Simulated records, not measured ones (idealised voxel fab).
This is a process module. Its name is voxel self aligned contacts.
The cross-section shown here is cut; it is 180 nm wide and divided into square cells measuring 5 nm on a side.
A cross-section is a grid of square cells, given in bands from the top down. A band is one or more rows of cells. In this notation a band is specified by the heights of its top and bottom, in that order and in nm, after which its materials appear from left to right, each paired with its width in nm. The word "everywhere" attached to a single material means that material fills the band from edge to edge; the word "empty" stands for empty space. Height is counted from the level 0, under which the received wafer is composed throughout of one material. The lowest of the bands is not closed at the bottom but continues downward, in the notation "0 nm and below". A width given as "30..40" starts at the first number in the band's top row and ends at the second number in its bottom row, shifting by an equal amount at every step from row to row. The cross-section has no changed cell in any step marked "nothing altered". Entry "Unvented cavities". Content: empty spaces with no open connection to the top, size 8 cells or greater. Each: width x height at distance. Distance: from left edge. Unit: nm. On each step's line, the part that comes after the settings is the simulator's own comment on the step. Among the settings permitted on a step's line is "overlay nm"; applied to a step with a mask, it specifies the extent to which the mask lay to the right of its planned position, whereas a negative figure signifies a position to the left.
## List of planned process steps
- 1: RECEIVE | material Si
- 2: CONFORMAL_DEP | material SiO2 | thk nm 5
- 3: DIRECTIONAL_DEP | material polySi | thk nm 30
- 4: DIRECTIONAL_DEP | material SiN | thk nm 20
- 5: MASKED_ETCH | tone cover | mask id GATE | width nm 30 | pitch nm 65 | etch materials SiN | depth nm 20 | overlay nm 0
- 6: MASKED_ETCH | tone cover | mask id GATE | width nm 30 | pitch nm 65 | etch materials polySi | depth nm 30 | overlay nm 0
- 7: CONFORMAL_DEP | material SiN | thk nm 10
- 8: DIRECTIONAL_ETCH | etch materials SiN | depth nm 10
- 9: FILL_DEP | material SiO2 | thk nm 15
- 10: CMP | height nm 65
- 11: PATTERN | tone open | mask id CONTACT | material resist | width nm 45 | thk nm 20 | overlay nm 0
- 12: DIRECTIONAL_ETCH | etch materials SiO2 | depth nm 65
- 13: STRIP | etch materials resist
- 14: CONFORMAL_DEP | material TiN | thk nm 5
- 15: FILL_DEP | material Ru | thk nm 10
- 16: CMP | height nm 65
- 17: CONFORMAL_DEP | material SiN | thk nm 5
## As-received state of the wafer in cross-section, equivalent to post-step 1
* 0 nm and below | Si everywhere
* Unvented cavities: none
## Same starting wafer, same plan as above, one mistake in the execution; this is the cross-section at the end of the module
* 70 nm to 65 nm | SiN everywhere
* 65 nm to 55 nm | SiO2: 75, then TiN: 5..10, then Ru: 35..5, then TiN: 5..30, then SiO2: 60
* 55 nm to 35 nm | SiO2: 30, then SiN: 50, then TiN: 5, then Ru: 5, then TiN: 5, then SiN: 50, then SiO2: 35
* 35 nm to 5 nm | SiO2: 30, then SiN: 10, then polySi: 30, then SiN: 10, then TiN: 5, then Ru: 5, then TiN: 5, then SiN: 10, then polySi: 30, then SiN: 10, then SiO2: 35
* 5 nm to 0 nm | SiO2: 80, then TiN: 15, then SiO2: 85
* 0 nm and below | Si everywhere
* Unvented cavities: none
What broke from the plan during processing? in deviation from the planned setting, step 11 was conducted as PATTERN | tone open | mask id CONTACT | material resist | width nm 45 | thk nm 20 | overlay nm 10
